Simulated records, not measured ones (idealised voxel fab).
voxel fin reveal: a process module
Pictured: cross-section cut, 180 nm wide, on a grid of 5 nm square cells.
The cross-sections in this document take the form of a grid made of square cells. They are written out as bands, in order from top to bottom. Each band consists of one or more rows of cells. Band entry format. Leading values: height of top, height of bottom, nm. Remainder: materials in left-to-right order, each with its width in nm. Special words: "edge to edge" on a single material, which then fills the band edge to edge; "empty", empty space. Heights are expressed relative to 0, this being the level below which the as-received wafer comprises one material exclusively. The lowest band is unbounded in the downward direction and is denoted as in "0 and below". A width such as "30..40" changes by the same amount from each row of cells to the next, from the band's top row to its bottom row. The cross-section has no changed cell in any step marked "remained unchanged". This entry, "Fully enclosed voids", enumerates those empty regions of no fewer than 8 cells that possess no open connection to the top. Each region is reported in the form width x height at distance, the distance being taken from the left edge, with all three quantities expressed in nm. Formally, on a step line, whatever follows the settings is a remark that the simulator itself makes on the step. Each step line may optionally specify "overlay nm", which for a step with a mask gives the rightward distance between the mask's planned place and where it lay, a negative value indicating the leftward direction.
PROCESS STEPS FORESEEN IN THE PLAN
step 1: RECEIVE | material Si
step 2: CONFORMAL_DEP | material SiN | thk nm 10
step 3: MASKED_ETCH | tone cover | mask id FINS | width nm 15 | pitch nm 35 | etch materials SiN | depth nm 5 | overlay nm 0
step 4: MASKED_ETCH | tone cover | mask id FINS | width nm 15 | pitch nm 35 | etch materials Si | depth nm 40 | overlay nm 0
step 5: OXIDIZE | depth nm 5
step 6: FILL_DEP | material SiO2 | thk nm 15
step 7: CMP | height nm 10
step 8: SELECTIVE_ETCH | etch materials SiO2 | depth nm 35
step 9: STRIP | etch materials SiN
The depth nm used in step 3 is not the same on every wafer, whereas the starting condition is; the value printed in the plan is the first wafer's.
HERE'S THE FIRST OF THE WAFERS IN CROSS-SECTION, JUST AS WE GOT IT, I.E. AFTER STEP 1
  0 and below: Si edge to edge
  Fully enclosed voids: none
HERE IS HOW TO READ THE ROWS: EVERY WAFER HAS A ROW, AND IT SHOWS THE WAFER AT THE END OF THE MODULE, GIVING FOR EACH MATERIAL HOW MANY CELLS WERE GAINED (+) OR LOST (-) SINCE THE WAFER WAS RECEIVED, THEN LISTING ITS CLOSED VOIDS
depth nm 5; no cell changed; Fully enclosed voids: none
depth nm 10; -306 Si; +136 SiO2; Fully enclosed voids: none
depth nm 15; -306 Si; +136 SiO2; Fully enclosed voids: none
depth nm 20; -306 Si; +136 SiO2; Fully enclosed voids: none
depth nm 25; -306 Si; +136 SiO2; Fully enclosed voids: none
